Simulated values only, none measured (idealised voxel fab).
voxel local oxidation: a process module
Cross-sectional view cut (width: 175 nm; square cell size: 5 nm).
For the purposes of this document, a cross-section shall be understood as a grid of square cells, specified as bands listed in top-to-bottom order, each band consisting of one or more rows of cells. Heads up on the band format: heights come first, top then bottom, in nm. After that it's the materials left to right, each with its width in nm. A single material flagged "edge to edge" fills the whole band edge to edge, and "empty" means there's empty space there. Measure heights from 0. That's the level where, below it, the as-received wafer is all one material. The lowest band is bottomless and extends downward; write it as in "from 0 down". Note: "30->40" means the width goes from the first number (top row of the band) to the second number (bottom row) in equal steps per row of cells. Step marked "nothing changed"? Then no cell in the cross-section changed in it. You'll see "Enclosed cavity list" listing empty spaces that have no way open to the top, as long as they're 8 cells or more; the notation is width x height at distance, where the distance is from the left edge, and all of it is in nm. On each step's line, the part that comes after the settings is the simulator's own comment on the step. When a step includes a mask, the "overlay nm" setting on its line states how far to the right of its planned place that mask lay, and negative values state how far to the left.

Below is the list of planned process steps
1 RECEIVE with material Si
2 OXIDIZE with depth nm 5
3 CONFORMAL_DEP with material SiN, thk nm 15
4 PATTERN with tone cover, mask id ACTIVE, material resist, width nm 105, thk nm 15, overlay nm 0
5 DIRECTIONAL_ETCH with etch materials SiN, depth nm 15
6 STRIP with etch materials resist
7 SELECTIVE_ETCH with etch materials SiO2, depth nm 5
8 OXIDIZE with depth nm 10
9 STRIP with etch materials SiN

As-received state of the wafer in cross-section, equivalent to post-step 1
* from 0 down | Si edge to edge
* Enclosed cavity list: none

First wafer of two, sectioned at end of module; run went per plan
* from 0 to -5 | 40 of empty | 95 of SiO2 | 40 of empty
* from -5 to -15 | 50 of SiO2 | 75 of Si | 50 of SiO2
* from -15 down | Si edge to edge
* Enclosed cavity list: none

Cross-sectional view: second of two wafers, end of module; start and plan identical to the first, one mistake in running
* from 0 to -5 | 30 of SiO2 | 115 of empty | 30 of SiO2
* from -5 to -15 | 20 of Si | 135 of SiO2 | 20 of Si
* from -15 down | Si edge to edge
* Enclosed cavity list: none
The plan and the run diverged here: step 4 off recipe, ran as PATTERN with tone open, mask id ACTIVE, material resist, width nm 105, thk nm 15, overlay nm 0
The final cell counts differ between the wafers, with the second having more or fewer of some materials than the first: 14 fewer of Si | 7 more of SiO2
